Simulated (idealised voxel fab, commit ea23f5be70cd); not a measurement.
process module | voxel trench capacitor
cross-section cut | 145 nm wide | cells 5 nm
A cross-section is a grid of square cells, given in bands from the top down. A band is one or more rows of cells.
Each band's line starts with the height of the band's top and of its bottom, in nm. Then come its materials from left to right, each with its width in nm. One material with "throughout" fills the band from edge to edge. "air" is empty space.
Height 0 is the level under which the wafer as received is all one material. The lowest band goes on downwards, as in "0 down".
A width such as "30 to 40" changes by the same amount from each row of cells to the next, from the band's top row to its bottom row.
"no change" after a step means that no cell of the cross-section changed.
closed voids: empty space of 8 cells or more with no open way to the top, each as width x height at its distance from the left edge, in nm
after a step's settings: what the simulator itself notes on the step
overlay nm, on a step with a mask: how far to the right of its planned place the mask lay; to the left if negative
plan
1 op RECEIVE | material Si
2 op CONFORMAL_DEP | material SiN | thk nm 10
3 op MASKED_ETCH | tone open | mask id TRENCH | width nm 30 | pitch nm 45 | etch materials SiN | depth nm 10 | overlay nm 0
4 op MASKED_ETCH | tone open | mask id TRENCH | width nm 30 | pitch nm 45 | etch materials Si | depth nm 25 | overlay nm 0
5 op CONFORMAL_DEP | material Al2O3 | thk nm 5
6 op CONFORMAL_DEP | material TiN | thk nm 5
7 op FILL_DEP | material W | thk nm 10
8 op CMP | height nm 10
first wafer, as planned
as received, after step 1
  0 down: Si throughout
  closed voids: none
after step 2
  10 to 0: SiN throughout
  below 0: unchanged
after step 3
  10 to 0: SiN 35 | air 30 | SiN 15 | air 30 | SiN 35
  below 0: unchanged
after step 4
  10 to 0: SiN 35 | air 30 | SiN 15 | air 30 | SiN 35
  0 to -25: Si 35 | air 30 | Si 15 | air 30 | Si 35
  below -25: unchanged
after step 5
  15 to 10: Al2O3 40 | air 20 | Al2O3 25 | air 20 | Al2O3 40
  10 to 0: SiN 35 | Al2O3 5 | air 20 | Al2O3 5 | SiN 15 | Al2O3 5 | air 20 | Al2O3 5 | SiN 35
  0 to -20: Si 35 | Al2O3 5 | air 20 | Al2O3 5 | Si 15 | Al2O3 5 | air 20 | Al2O3 5 | Si 35
  -20 to -25: Si 35 | Al2O3 30 | Si 15 | Al2O3 30 | Si 35
  below -25: unchanged
after step 6
  20 to 15: TiN 45 | air 10 | TiN 35 | air 10 | TiN 45
  15 to 10: Al2O3 40 | TiN 5 | air 10 | TiN 5 | Al2O3 25 | TiN 5 | air 10 | TiN 5 | Al2O3 40
  10 to 0: SiN 35 | Al2O3 5 | TiN 5 | air 10 | TiN 5 | Al2O3 5 | SiN 15 | Al2O3 5 | TiN 5 | air 10 | TiN 5 | Al2O3 5 | SiN 35
  0 to -15: Si 35 | Al2O3 5 | TiN 5 | air 10 | TiN 5 | Al2O3 5 | Si 15 | Al2O3 5 | TiN 5 | air 10 | TiN 5 | Al2O3 5 | Si 35
  -15 to -20: Si 35 | Al2O3 5 | TiN 20 | Al2O3 5 | Si 15 | Al2O3 5 | TiN 20 | Al2O3 5 | Si 35
  below -20: unchanged
after step 7
  30 to 20: W throughout
  20 to 15: TiN 45 | W 10 | TiN 35 | W 10 | TiN 45
  15 to 10: Al2O3 40 | TiN 5 | W 10 | TiN 5 | Al2O3 25 | TiN 5 | W 10 | TiN 5 | Al2O3 40
  10 to 0: SiN 35 | Al2O3 5 | TiN 5 | W 10 | TiN 5 | Al2O3 5 | SiN 15 | Al2O3 5 | TiN 5 | W 10 | TiN 5 | Al2O3 5 | SiN 35
  0 to -15: Si 35 | Al2O3 5 | TiN 5 | W 10 | TiN 5 | Al2O3 5 | Si 15 | Al2O3 5 | TiN 5 | W 10 | TiN 5 | Al2O3 5 | Si 35
  below -15: unchanged
after step 8
  10 to 0: SiN 35 | Al2O3 5 | TiN 5 | W 10 | TiN 5 | Al2O3 5 | SiN 15 | Al2O3 5 | TiN 5 | W 10 | TiN 5 | Al2O3 5 | SiN 35
  below 0: unchanged
second wafer: like start, like plan, one mistake. Through step 3 it matches the first wafer
when step 4 should have ended
  10 to 0: SiN 35 | air 30 | SiN 15 | air 30 | SiN 35
  0 to -25: Si 35 | air 25 | Si 20 | air 25 | Si 40
  below -25: unchanged
when step 5 should have ended
  15 to 10: Al2O3 40 | air 20 | Al2O3 25 | air 20 | Al2O3 40
  10 to 0: SiN 35 | Al2O3 5 | air 20 to 15 | Al2O3 5 to 10 | SiN 15 | Al2O3 5 | air 20 to 15 | Al2O3 5 to 10 | SiN 35
  0 to -20: Si 35 | Al2O3 5 | air 15 | Al2O3 5 | Si 20 | Al2O3 5 | air 15 | Al2O3 5 | Si 40
  -20 to -25: Si 35 | Al2O3 25 | Si 20 | Al2O3 25 | Si 40
  below -25: unchanged
when step 6 should have ended
  20 to 15: TiN 45 | air 10 | TiN 35 | air 10 | TiN 45
  15 to 10: Al2O3 40 | TiN 5 | air 10 | TiN 5 | Al2O3 25 | TiN 5 | air 10 | TiN 5 | Al2O3 40
  10 to 0: SiN 35 | Al2O3 5 | TiN 5 | air 5 | TiN 10 to 5 | Al2O3 5 to 10 | SiN 15 | Al2O3 5 | TiN 5 | air 5 | TiN 10 to 5 | Al2O3 5 to 10 | SiN 35
  0 to -15: Si 35 | Al2O3 5 | TiN 5 | air 5 | TiN 5 | Al2O3 5 | Si 20 | Al2O3 5 | TiN 5 | air 5 | TiN 5 | Al2O3 5 | Si 40
  -15 to -20: Si 35 | Al2O3 5 | TiN 15 | Al2O3 5 | Si 20 | Al2O3 5 | TiN 15 | Al2O3 5 | Si 40
  below -20: unchanged
when step 7 should have ended
  30 to 20: W throughout
  20 to 15: TiN 45 | W 10 | TiN 35 | W 10 | TiN 45
  15 to 10: Al2O3 40 | TiN 5 | W 10 | TiN 5 | Al2O3 25 | TiN 5 | W 10 | TiN 5 | Al2O3 40
  10 to 0: SiN 35 | Al2O3 5 | TiN 5 | W 5 | TiN 10 to 5 | Al2O3 5 to 10 | SiN 15 | Al2O3 5 | TiN 5 | W 5 | TiN 10 to 5 | Al2O3 5 to 10 | SiN 35
  0 to -15: Si 35 | Al2O3 5 | TiN 5 | W 5 | TiN 5 | Al2O3 5 | Si 20 | Al2O3 5 | TiN 5 | W 5 | TiN 5 | Al2O3 5 | Si 40
  below -15: unchanged
when step 8 should have ended
  10 to 0: SiN 35 | Al2O3 5 | TiN 5 | W 5 | TiN 10 to 5 | Al2O3 5 to 10 | SiN 15 | Al2O3 5 | TiN 5 | W 5 | TiN 10 to 5 | Al2O3 5 to 10 | SiN 35
  below 0: unchanged
what went wrong: step 4 ran as: op MASKED_ETCH | tone open | mask id TRENCH | width nm 30 | pitch nm 45 | etch materials Si | depth nm 25 | overlay nm -5
at the end the second wafer has, in cells: 10 more of Si | 10 fewer of W
